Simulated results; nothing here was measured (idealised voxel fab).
Process module heading - voxel ribs on slabs
The figure presents cross-section cut, which has a width of 225 nm and is divided into square cells with an edge length of 5 nm.
Throughout this document, each cross-section is represented as a grid of square cells and is presented as a sequence of bands enumerated from the top downward, where a band comprises one or more rows of cells. A band entry consists of two parts. The first gives the height of the band's top and the height of its bottom, in nm. The rest lists the band's materials from left to right, each with its width in nm. A single material labelled with the word "all across" fills the band from edge to edge, and the word "blank" marks empty space. The reference from which all heights are counted is 0, the level beneath which the as-received wafer is entirely one material; the lowest band, having no lower bound, proceeds downward and is written after the example "0 nm and below". It should be noted that a width expressed as "30..40" varies in equal increments from row to row of cells within the band, taking the value of the first number at the top row and that of the second number at the bottom row. "nothing got changed" after a step means that no cell of the cross-section changed. Under "Enclosed void listing" you'll find the enclosed gaps, the ones with no way out to the top, that are 8 cells or bigger; each reads width x height at distance, with distance counted from the left edge, everything in nm. Post-settings text on a step line: simulator's own remark regarding the step. overlay nm, on a step with a mask: how far to the right of its planned place the mask lay; to the left if negative.

plan
1. op RECEIVE | material Si
2. op DIRECTIONAL_DEP | material SiO2 | thk nm 20
3. op DIRECTIONAL_DEP | material SiN | thk nm 15
4. op PATTERN | tone cover | mask id RIB | material resist | width nm 15 | thk nm 20 | overlay nm 0
5. op DIRECTIONAL_ETCH | etch materials SiN | depth nm 10
6. op STRIP | etch materials resist
7. op PATTERN | tone cover | mask id SLAB | material resist | width nm 65 | thk nm 20 | overlay nm 0
8. op DIRECTIONAL_ETCH | etch materials SiN | depth nm 5
9. op STRIP | etch materials resist
10. op FILL_DEP | material SiO2 | thk nm 20
11. op CMP | height nm 50
12. op DIRECTIONAL_DEP | material TiN | thk nm 10
13. op PATTERN | tone cover | mask id HEATER | material resist | width nm 25 | thk nm 15 | overlay nm 0
14. op DIRECTIONAL_ETCH | etch materials TiN | depth nm 10
15. op STRIP | etch materials resist
16. op CONFORMAL_DEP | material SiN | thk nm 10

First wafer, two in total, run as planned

Received-state cross-section, reflecting completion of step 1
  0 nm and below | Si all across
  Enclosed void listing: none

The wafer in cross-section once step 2 is complete
  20 nm to 0 nm | SiO2 all across
  Below 0, no change.

The wafer in cross-section once step 3 is complete
  35 nm to 20 nm | SiN all across
  Below 20, no change.

The wafer in cross-section once step 4 is complete
  55 nm to 35 nm | blank (105) / resist (15) / blank (105)
  Below 35, no change.

The wafer in cross-section once step 5 is complete
  55 nm to 35 nm | blank (105) / resist (15) / blank (105)
  35 nm to 25 nm | blank (105) / SiN (15) / blank (105)
  Below 25, no change.

The wafer in cross-section once step 6 is complete
  35 nm to 25 nm | blank (105) / SiN (15) / blank (105)
  Below 25, no change.

The wafer in cross-section once step 7 is complete
  55 nm to 35 nm | blank (80) / resist (65) / blank (80)
  35 nm to 25 nm | blank (80) / resist (25) / SiN (15) / resist (25) / blank (80)
  Below 25, no change.

The wafer in cross-section once step 8 is complete
  55 nm to 35 nm | blank (80) / resist (65) / blank (80)
  35 nm to 25 nm | blank (80) / resist (25) / SiN (15) / resist (25) / blank (80)
  25 nm to 20 nm | blank (80) / SiN (65) / blank (80)
  Below 20, no change.

The wafer in cross-section once step 9 is complete
  35 nm to 25 nm | blank (105) / SiN (15) / blank (105)
  Below 25, no change.

The wafer in cross-section once step 10 is complete
  55 nm to 35 nm | SiO2 all across
  35 nm to 25 nm | SiO2 (105) / SiN (15) / SiO2 (105)
  25 nm to 20 nm | SiO2 (80) / SiN (65) / SiO2 (80)
  Below 20, no change.

The wafer in cross-section once step 11 is complete
  50 nm to 35 nm | SiO2 all across
  Below 35, no change.

The wafer in cross-section once step 12 is complete
  60 nm to 50 nm | TiN all across
  Below 50, no change.

The wafer in cross-section once step 13 is complete
  75 nm to 60 nm | blank (100) / resist (25) / blank (100)
  Below 60, no change.

The wafer in cross-section once step 14 is complete
  75 nm to 60 nm | blank (100) / resist (25) / blank (100)
  60 nm to 50 nm | blank (100) / TiN (25) / blank (100)
  Below 50, no change.

The wafer in cross-section once step 15 is complete
  60 nm to 50 nm | blank (100) / TiN (25) / blank (100)
  Below 50, no change.

The wafer in cross-section once step 16 is complete
  70 nm to 60 nm | blank (90) / SiN (45) / blank (90)
  60 nm to 50 nm | SiN (100) / TiN (25) / SiN (100)
  Below 50, no change.

Second Wafer (Identical Start and Plan, One Processing Error; Matches First Wafer Through Step 11)

Look at the second wafer in cross-section at the time step 12 ought to have finished
  60 nm to 35 nm | SiO2 all across
  Below 35, no change.

Look at the second wafer in cross-section at the time step 13 ought to have finished
  75 nm to 60 nm | blank (100) / resist (25) / blank (100)
  Below 60, no change.

Look at the second wafer in cross-section at the time step 14 ought to have finished: nothing got changed

Look at the second wafer in cross-section at the time step 15 ought to have finished
  60 nm to 35 nm | SiO2 all across
  Below 35, no change.

Look at the second wafer in cross-section at the time step 16 ought to have finished
  70 nm to 60 nm | SiN all across
  Below 60, no change.
Here's what went sideways: step 12 changed vs plan, executed as op DIRECTIONAL_DEP | material SiO2 | thk nm 10
Heads up, by the end the second wafer has more or fewer cells of some materials compared to the first: -8 SiN, +90 SiO2, -10 TiN
